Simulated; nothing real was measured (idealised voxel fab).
The following is a process module called voxel transistor to metal.
290 nm wide, 5 nm square cells: that's cross-section cut.
When this document writes out a cross-section, it uses a grid of square cells and lists it as bands, beginning at the top and moving down, with a band standing for one or more rows of cells. Band: top height; bottom height; in nm. Then, left to right: material with width in nm, for each material. "everywhere": a single material spanning edge to edge. "empty": empty space. Ref level 0: as-received wafer is one material below here. Bottom band extends down with no lower bound ("0 down"). Quick explanation for "30..40": the width changes in equal steps down the rows of cells, from the first number in the band's top row to the second number in its bottom row. Step marked "nothing was modified"? Then no cell in the cross-section changed in it. The entry "Enclosed voids" lists the empty spaces that cover at least 8 cells and have no open path to the top. Each is written as width x height at distance, where the distance is measured from the left edge and all three values are in nm. Anything after a step's settings on that line? It's the simulator's own note about the step. "overlay nm", when on a step's line for a step with a mask, measures how far to the right of its planned place the mask lay; a negative measure means to the left.
-- Intended process steps
| 1 | RECEIVE, material Si |
| 2 | CONFORMAL_DEP, material SiO2, thk nm 5 |
| 3 | CONFORMAL_DEP, material SiN, thk nm 15 |
| 4 | PATTERN, tone cover, mask id ACTIVE, material resist, width nm 105, pitch nm 125, thk nm 15, overlay nm 0 |
| 5 | DIRECTIONAL_ETCH, etch materials SiN, depth nm 15 |
| 6 | DIRECTIONAL_ETCH, etch materials SiO2, depth nm 5 |
| 7 | DIRECTIONAL_ETCH, etch materials Si, depth nm 25 |
| 8 | STRIP, etch materials resist |
| 9 | FILL_DEP, material SiO2, thk nm 15 |
| 10 | CMP, height nm 20 |
| 11 | SELECTIVE_ETCH, etch materials SiO2, depth nm 5 |
| 12 | STRIP, etch materials SiN |
| 13 | SELECTIVE_ETCH, etch materials SiO2, depth nm 5 |
| 14 | OXIDIZE, depth nm 5 |
| 15 | DIRECTIONAL_DEP, material polySi, thk nm 30 |
| 16 | DIRECTIONAL_DEP, material SiCN, thk nm 15 |
| 17 | PATTERN, tone cover, mask id GATE, material resist, width nm 35, pitch nm 125, thk nm 15, overlay nm 0 |
| 18 | DIRECTIONAL_ETCH, etch materials SiCN, depth nm 25 |
| 19 | DIRECTIONAL_ETCH, etch materials polySi, depth nm 40 |
| 20 | STRIP, etch materials resist |
| 21 | CONFORMAL_DEP, material SiN, thk nm 5 |
| 22 | DIRECTIONAL_ETCH, etch materials SiN, depth nm 5 |
| 23 | DIRECTIONAL_ETCH, etch materials SiO2, depth nm 5 |
| 24 | EPI, material pSi, thk nm 5 |
| 25 | FILL_DEP, material SiO2, thk nm 10 |
| 26 | CMP, height nm 30 |
| 27 | STRIP, etch materials polySi |
| 28 | SELECTIVE_ETCH, etch materials SiO2, depth nm 5 |
| 29 | CONFORMAL_DEP, material HfO2, thk nm 5 |
| 30 | CONFORMAL_DEP, material TiN, thk nm 5 |
| 31 | FILL_DEP, material W, thk nm 5 |
| 32 | CMP, height nm 25 |
| 33 | DIRECTIONAL_DEP, material SiO2, thk nm 15 |
| 34 | MASKED_ETCH, tone open, mask id CONTACT, width nm 15, etch materials SiO2, depth nm 40, overlay nm 0 |
| 35 | CONFORMAL_DEP, material TiN, thk nm 5 |
| 36 | FILL_DEP, material Ru, thk nm 5 |
| 37 | CMP, height nm 40 |
| 38 | CONFORMAL_DEP, material SiCN, thk nm 5 |
| 39 | DIRECTIONAL_DEP, material SiO2, thk nm 25 |
| 40 | PATTERN, tone open, mask id METAL_1, material resist, width nm 15, thk nm 20, overlay nm 0 |
| 41 | DIRECTIONAL_ETCH, etch materials SiO2, depth nm 25 |
| 42 | DIRECTIONAL_ETCH, etch materials SiCN, depth nm 5 |
| 43 | STRIP, etch materials resist |
| 44 | CONFORMAL_DEP, material TiN, thk nm 5 |
| 45 | FILL_DEP, material Ru, thk nm 10 |
| 46 | CMP, height nm 70 |
| 47 | CONFORMAL_DEP, material SiCN, thk nm 5 |
-- as received, after step 1
* 0 down  Si everywhere
* Enclosed voids: none
-- First of two wafers at the end of the module, shown in cross-section; run carried out as planned
* 75 to 70  SiCN everywhere
* 70 to 45  SiO2=35, TiN=5, Ru=5, TiN=5, SiO2=65, TiN=5, Ru=5, TiN=5, SiO2=30, TiN=5, Ru=5, TiN=5, SiO2=65, TiN=5, Ru=5, TiN=5, SiO2=35
* 45 to 40  SiCN=35, TiN=15, SiCN=65, TiN=15, SiCN=30, TiN=15, SiCN=65, TiN=15, SiCN=35
* 40 to 25  SiO2=35, TiN=5, Ru=5, TiN=5, SiO2=65, TiN=5, Ru=5, TiN=5, SiO2=30, TiN=5, Ru=5, TiN=5, SiO2=65, TiN=5, Ru=5, TiN=5, SiO2=35
* 25 to 10  SiO2=35, TiN=5, Ru=5, TiN=5, SiO2=10, SiN=5, HfO2=5, TiN=5, W=15, TiN=5, HfO2=5, SiN=5, SiO2=10, TiN=5, Ru=5, TiN=5, SiO2=30, TiN=5, Ru=5, TiN=5, SiO2=10, SiN=5, HfO2=5, TiN=5, W=15, TiN=5, HfO2=5, SiN=5, SiO2=10, TiN=5, Ru=5, TiN=5, SiO2=35
* 10 to 5  SiO2=25, SiN=5, SiO2=5, TiN=5, Ru=5, TiN=5, SiO2=10, SiN=5, HfO2=5, TiN=5, W=15, TiN=5, HfO2=5, SiN=5, SiO2=10, TiN=5, Ru=5, TiN=5, SiO2=5, SiN=5, SiO2=10, SiN=5, SiO2=5, TiN=5, Ru=5, TiN=5, SiO2=10, SiN=5, HfO2=5, TiN=5, W=15, TiN=5, HfO2=5, SiN=5, SiO2=10, TiN=5, Ru=5, TiN=5, SiO2=5, SiN=5, SiO2=25
* 5 to 0  SiO2=25, SiN=5, SiO2=5, TiN=15, SiO2=10, SiN=5, HfO2=5, TiN=25, HfO2=5, SiN=5, SiO2=10, TiN=15, SiO2=5, SiN=5, SiO2=10, SiN=5, SiO2=5, TiN=15, SiO2=10, SiN=5, HfO2=5, TiN=25, HfO2=5, SiN=5, SiO2=10, TiN=15, SiO2=5, SiN=5, SiO2=25
* 0 to -5  SiO2=30, pSi=30, HfO2=45, pSi=30, SiO2=20, pSi=30, HfO2=45, pSi=30, SiO2=30
* -5 to -25  SiO2=30, Si=105, SiO2=20, Si=105, SiO2=30
* -25 down  Si everywhere
* Enclosed voids: none
-- What the second wafer looks like in cross-section once the module is done. Its start and its plan matched the first wafer's exactly; what differed was one mistake in how it was run
* 90 to 85  SiCN everywhere
* 85 to 75  Ru everywhere
* 75 to 70  TiN=40, Ru=5, TiN=75, Ru=5, TiN=40, Ru=5, TiN=75, Ru=5, TiN=40
* 70 to 45  SiO2=35, TiN=5, Ru=5, TiN=5, SiO2=65, TiN=5, Ru=5, TiN=5, SiO2=30, TiN=5, Ru=5, TiN=5, SiO2=65, TiN=5, Ru=5, TiN=5, SiO2=35
* 45 to 40  SiCN=35, TiN=15, SiCN=65, TiN=15, SiCN=30, TiN=15, SiCN=65, TiN=15, SiCN=35
* 40 to 25  SiO2=35, TiN=5, Ru=5, TiN=5, SiO2=65, TiN=5, Ru=5, TiN=5, SiO2=30, TiN=5, Ru=5, TiN=5, SiO2=65, TiN=5, Ru=5, TiN=5, SiO2=35
* 25 to 10  SiO2=35, TiN=5, Ru=5, TiN=5, SiO2=10, SiN=5, HfO2=5, TiN=5, W=15, TiN=5, HfO2=5, SiN=5, SiO2=10, TiN=5, Ru=5, TiN=5, SiO2=30, TiN=5, Ru=5, TiN=5, SiO2=10, SiN=5, HfO2=5, TiN=5, W=15, TiN=5, HfO2=5, SiN=5, SiO2=10, TiN=5, Ru=5, TiN=5, SiO2=35
* 10 to 5  SiO2=25, SiN=5, SiO2=5, TiN=5, Ru=5, TiN=5, SiO2=10, SiN=5, HfO2=5, TiN=5, W=15, TiN=5, HfO2=5, SiN=5, SiO2=10, TiN=5, Ru=5, TiN=5, SiO2=5, SiN=5, SiO2=10, SiN=5, SiO2=5, TiN=5, Ru=5, TiN=5, SiO2=10, SiN=5, HfO2=5, TiN=5, W=15, TiN=5, HfO2=5, SiN=5, SiO2=10, TiN=5, Ru=5, TiN=5, SiO2=5, SiN=5, SiO2=25
* 5 to 0  SiO2=25, SiN=5, SiO2=5, TiN=15, SiO2=10, SiN=5, HfO2=5, TiN=25, HfO2=5, SiN=5, SiO2=10, TiN=15, SiO2=5, SiN=5, SiO2=10, SiN=5, SiO2=5, TiN=15, SiO2=10, SiN=5, HfO2=5, TiN=25, HfO2=5, SiN=5, SiO2=10, TiN=15, SiO2=5, SiN=5, SiO2=25
* 0 to -5  SiO2=30, pSi=30, HfO2=45, pSi=30, SiO2=20, pSi=30, HfO2=45, pSi=30, SiO2=30
* -5 to -25  SiO2=30, Si=105, SiO2=20, Si=105, SiO2=30
* -25 down  Si everywhere
* Enclosed voids: none
Where did the run depart from the plan? with respect to the plan, step 46 was omitted and not executed
Per the end-of-run cell counts, the second wafer holds more or fewer of some materials than the first: +120 Ru | +54 TiN
